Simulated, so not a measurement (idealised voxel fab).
Documented hereafter: the process module known as voxel ribs on slabs.
Each square cell in cross-section cut measures 5 nm, and the section as a whole is 285 nm wide.
Reading order for cross-sections: top band down to bottom band. Underlying form: a grid of square cells. Band size: one or more rows of cells. The band entry comprises the height of the band's top followed by the height of its bottom, expressed in nm, and subsequently the band's materials from left to right, each stated together with its width in nm. Where a single material is marked with the word "full width", that material fills the band from edge to edge. The word "air" represents empty space. Basically, 0 is our baseline, since under it the wafer straight out of the box is all one material. The bottom band has no lower end and keeps on going down, so it looks like "0 down". Think of "30 to 40" as a width that walks from the first number to the second as you go down the band, top row to bottom row, taking equal-sized steps from row to row. A step reported as "stayed the same" is a step in which no cell of the cross-section changed. What "Voids lacking openings" gives you is every empty space of 8 cells or more that is cut off from the top. Each appears as width x height at distance, with the distance taken from the left edge and width, height and distance all in nm. Heads up: the bit after the settings on a step's line is the simulator's remark on that step. Among the settings permitted on a step's line is "overlay nm"; applied to a step with a mask, it specifies the extent to which the mask lay to the right of its planned position, whereas a negative figure signifies a position to the left.
### This section lists the process steps that were planned
step 1: RECEIVE: material Si
step 2: DIRECTIONAL_DEP: material SiO2, thk nm 20
step 3: DIRECTIONAL_DEP: material polySi, thk nm 25
step 4: PATTERN: tone cover, mask id RIB, material resist, width nm 30, thk nm 15, overlay nm 0
step 5: DIRECTIONAL_ETCH: etch materials polySi, depth nm 10
step 6: STRIP: etch materials resist
step 7: DIRECTIONAL_DEP: material aC, thk nm 10
step 8: PATTERN: tone cover, mask id SLAB, material resist, width nm 90, thk nm 30, overlay nm 0
step 9: DIRECTIONAL_ETCH: etch materials aC, depth nm 10
step 10: STRIP: etch materials resist
step 11: DIRECTIONAL_ETCH: etch materials polySi, depth nm 15
step 12: STRIP: etch materials aC
step 13: FILL_DEP: material SiO2, thk nm 20
step 14: CMP: height nm 60
step 15: DIRECTIONAL_DEP: material W, thk nm 5
step 16: MASKED_ETCH: tone cover, mask id HEATER, width nm 40, etch materials W, depth nm 5, overlay nm 0
step 17: CONFORMAL_DEP: material SiO2, thk nm 10
### Wafer cross-section on receipt, i.e. after step 1
    0 down | Si full width
    Voids lacking openings: none
### The plan above was carried out on the starting structure above with one mistake, and this cross-section shows the wafer at the end of the module
    75 to 70 | 110 air | 60 SiO2 | 115 air
    70 to 65 | SiO2 full width
    65 to 60 | 120 SiO2 | 40 W | 125 SiO2
    60 to 45 | SiO2 full width
    45 to 35 | 125 SiO2 | 30 polySi | 130 SiO2
    35 to 20 | 100 SiO2 | 90 polySi | 95 SiO2
    20 to 0 | SiO2 full width
    0 down | Si full width
    Voids lacking openings: none
What broke from the plan during processing? rather than as planned, step 8 actually ran as PATTERN: tone cover, mask id SLAB, material resist, width nm 90, thk nm 30, overlay nm 5
